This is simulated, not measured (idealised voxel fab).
You're looking at the process module voxel quadruple lines.
The figure presents cross-section cut, which has a width of 140 nm and is divided into square cells with an edge length of 5 nm.
How to read a cross-section here: the picture is a grid of square cells, written as bands going from the top down, and any band can span one or more rows of cells. First you get the band's top height and its bottom height, in nm, and then the materials it's made of, left to right, with each width in nm. If you see a single material with "all across", that one covers the band edge to edge. "blank" is empty space. Height is counted from the level 0, under which the received wafer is composed throughout of one material. The lowest of the bands is not closed at the bottom but continues downward, in the notation "z 0 and below". Note: "30 to 40" means the width goes from the first number (top row of the band) to the second number (bottom row) in equal steps per row of cells. Given "no alterations made" for a step, no cell of the cross-section differs between before and after that step. Enclosed voids (no open way to top), threshold 8 cells or more, entry "Voids, fully enclosed", notation width x height at distance, distance from left edge, nm. Whatever follows a step's settings on its line is a remark the simulator itself makes about that step. The "overlay nm" setting may appear on a step's line; for a step that uses a mask, it gives how far to the right of its planned position the mask lay, and a negative value indicates the left.

The planned process steps are enumerated hereunder
step 1: op RECEIVE | material Si
step 2: op CONFORMAL_DEP | material Al2O3 | thk nm 5
step 3: op DIRECTIONAL_DEP | material Ru | thk nm 10
step 4: op DIRECTIONAL_DEP | material polySi | thk nm 20
step 5: op DIRECTIONAL_DEP | material aC | thk nm 25
step 6: op PATTERN | tone cover | mask id MANDREL | material resist | width nm 30 | thk nm 35 | overlay nm 0
step 7: op DIRECTIONAL_ETCH | etch materials aC | depth nm 25
step 8: op STRIP | etch materials resist
step 9: op CONFORMAL_DEP | material SiO2 | thk nm 10
step 10: op DIRECTIONAL_ETCH | etch materials SiO2 | depth nm 10
step 11: op STRIP | etch materials aC
step 12: op DIRECTIONAL_ETCH | etch materials polySi | depth nm 20
step 13: op STRIP | etch materials SiO2
step 14: op CONFORMAL_DEP | material SiN | thk nm 10
step 15: op DIRECTIONAL_ETCH | etch materials SiN | depth nm 10
step 16: op STRIP | etch materials polySi
step 17: op DIRECTIONAL_ETCH | etch materials Ru | depth nm 10
step 18: op STRIP | etch materials SiN
step 19: op FILL_DEP | material SiO2 | thk nm 10
step 20: op CMP | height nm 15

Incoming wafer, cross-sectional view, post step 1
- z 0 and below = Si all across
- Voids, fully enclosed: none

Wafer at module end, in section. Began as above, planned as above, run with one mistake
- z 15 to 5 = 45 of SiO2, 10 of Ru, 30 of SiO2, 10 of Ru, 45 of SiO2
- z 5 to 0 = Al2O3 all across
- z 0 and below = Si all across
- Voids, fully enclosed: none
What went wrong in running the wafer? rather than as planned, step 16 actually ran as op STRIP | etch materials SiN
